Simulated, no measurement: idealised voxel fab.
Process module name: voxel gate over fins
Section cut is 295 nm wide and gridded with 5 nm square cells.
How to read a cross-section here: the picture is a grid of square cells, written as bands going from the top down, and any band can span one or more rows of cells. The band entry comprises the height of the band's top followed by the height of its bottom, expressed in nm, and subsequently the band's materials from left to right, each stated together with its width in nm. Where a single material is marked with the word "edge to edge", that material fills the band from edge to edge. The word "empty" represents empty space. Zero point of the height axis is 0; under it, received wafer = one material. Lowest band: continues down indefinitely, "0 down". Width "30->40": first value at the band's top row of cells, second value at its bottom row, equal change from row to row. A step reported as "same as before" is a step in which no cell of the cross-section changed. So "Closed void inventory" is basically the list of trapped voids: any empty space of 8 cells or more that can't reach the top through an opening. They're written width x height at distance, the distance being from the left edge, and it's all nm. If you see something after the settings on a step's line, that's the simulator's own remark about that step. "overlay nm" answers the question of how far to the right of plan the mask lay on a step that has a mask, and when it is negative the answer is to the left.
Planned process steps
1,RECEIVE | material Si
2,CONFORMAL_DEP | material SiN | thk nm 5
3,MASKED_ETCH | tone cover | mask id FINS | width nm 15 | pitch nm 40 | etch materials SiN | depth nm 5 | overlay nm 0
4,MASKED_ETCH | tone cover | mask id FINS | width nm 15 | pitch nm 40 | etch materials Si | depth nm 35 | overlay nm 0
5,OXIDIZE | depth nm 5
6,FILL_DEP | material SiO2 | thk nm 15
7,CMP | height nm 5
8,SELECTIVE_ETCH | etch materials SiO2 | depth nm 15
9,STRIP | etch materials SiN
10,CONFORMAL_DEP | material HfO2 | thk nm 5
11,CONFORMAL_DEP | material TiN | thk nm 5
12,CONFORMAL_DEP | material TiAl | thk nm 5
13,CONFORMAL_DEP | material TiN | thk nm 5
14,FILL_DEP | material W | thk nm 15
15,CMP | height nm 30
16,CONFORMAL_DEP | material SiN | thk nm 10
Cross-section of the incoming wafer, state after step 1
	0 down | Si edge to edge
	Closed void inventory: none
What the wafer looks like in cross-section after this module, when it starts as shown above and follows the plan above but one mistake is made in running it
	40 to 30 | SiN edge to edge
	30 to 20 | W edge to edge
	20 to 15 | 105 nm W  85 nm TiN  105 nm W
	15 to 10 | 105 nm W  5 nm TiN  35 nm TiAl  5 nm TiN  35 nm TiAl  5 nm TiN  105 nm W
	10 to 5 | 105 nm W  5 nm TiN  5 nm TiAl  25 nm TiN  5 nm TiAl  5 nm TiN  5 nm TiAl  25 nm TiN  5 nm TiAl  5 nm TiN  105 nm W
	5 to 0 | 105 nm W  5 nm TiN  5 nm TiAl  5 nm TiN  15 nm HfO2  5 nm TiN  5 nm TiAl  5 nm TiN  5 nm TiAl  5 nm TiN  15 nm HfO2  5 nm TiN  5 nm TiAl  5 nm TiN  105 nm W
	0 to -5 | 105 nm W  5 nm TiN  5 nm TiAl  5 nm TiN  5 nm HfO2  5 nm Si  5 nm HfO2  5 nm TiN  5 nm TiAl  5 nm TiN  5 nm TiAl  5 nm TiN  5 nm HfO2  5 nm Si  5 nm HfO2  5 nm TiN  5 nm TiAl  5 nm TiN  105 nm W
	-5 to -10 | 110 nm TiN  5 nm TiAl  5 nm TiN  5 nm HfO2  5 nm Si  5 nm HfO2  5 nm TiN  5 nm TiAl  5 nm TiN  5 nm TiAl  5 nm TiN  5 nm HfO2  5 nm Si  5 nm HfO2  5 nm TiN  5 nm TiAl  110 nm TiN
	-10 to -15 | 115 nm TiAl  5 nm TiN  5 nm HfO2  5 nm Si  5 nm HfO2  5 nm TiN  15 nm TiAl  5 nm TiN  5 nm HfO2  5 nm Si  5 nm HfO2  5 nm TiN  115 nm TiAl
	-15 to -20 | 120 nm TiN  5 nm HfO2  5 nm Si  5 nm HfO2  25 nm TiN  5 nm HfO2  5 nm Si  5 nm HfO2  120 nm TiN
	-20 to -25 | 125 nm HfO2  5 nm Si  35 nm HfO2  5 nm Si  125 nm HfO2
	-25 to -40 | 125 nm SiO2  5 nm Si  35 nm SiO2  5 nm Si  125 nm SiO2
	-40 down | Si edge to edge
	Closed void inventory: none
Nonconformance to the process plan: step 8 was run twice
